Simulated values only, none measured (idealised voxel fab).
Name of the process module below: voxel local oxidation
The cross-section on display is named cut; it measures 280 nm wide, and its cells are 5 nm squares.
For the purposes of this document, a cross-section shall be understood as a grid of square cells, specified as bands listed in top-to-bottom order, each band consisting of one or more rows of cells. Within each band entry, the heights of the top and of the bottom of the band appear first, in that order and in nm; the materials of the band then follow from left to right, each with its corresponding width in nm. The designation "all across" on a single material indicates that it fills the band from edge to edge; the designation "blank" indicates empty space. Below 0: as-received wafer, all one material; heights counted from there. Lowest band: no bottom, goes on down, written "0 nm and below". Think of "30->40" as a width that walks from the first number to the second as you go down the band, top row to bottom row, taking equal-sized steps from row to row. Any step labelled "remained the same" changed none of the cells in the cross-section. Each empty space that has no open way to the top and spans at least 8 cells appears under "Enclosed void catalog" as width x height at distance, the distance counted from the left edge, all in nm. after a step's settings: what the simulator itself notes on the step. What "overlay nm" on a step's line means: if the step has a mask, that mask lay this far to the right of its planned place, or, when the value is negative, to the left.

So here's the lineup of process steps we planned:
1) RECEIVE,material Si
2) CONFORMAL_DEP,material SiO2,thk nm 5
3) CONFORMAL_DEP,material SiN,thk nm 15
4) DIRECTIONAL_DEP,material aC,thk nm 15
5) PATTERN,tone cover,mask id ACTIVE,material resist,width nm 125,thk nm 30,overlay nm 0
6) DIRECTIONAL_ETCH,etch materials aC,depth nm 15
7) STRIP,etch materials resist
8) DIRECTIONAL_ETCH,etch materials SiN,depth nm 15
9) STRIP,etch materials aC
10) SELECTIVE_ETCH,etch materials SiO2,depth nm 5
11) OXIDIZE,depth nm 15
12) STRIP,etch materials SiN

This is the cross-section of the wafer as we received it, i.e. after step 1:
- 0 nm and below: Si all across
- Enclosed void catalog: none

This is how the wafer looks in cross-section once the module is done, given the starting state and plan above and one mistake in carrying the plan out:
- 5 nm to 0 nm: SiO2 (70); blank (135); SiO2 (75)
- 0 nm to -15 nm: Si (55); SiO2 (165); Si (60)
- -15 nm and below: Si all across
- Enclosed void catalog: none
It is concluded that the wafer was processed incorrectly with respect to the plan, in that step 5, actual vs plan mismatch, actual run PATTERN,tone open,mask id ACTIVE,material resist,width nm 125,thk nm 30,overlay nm 0
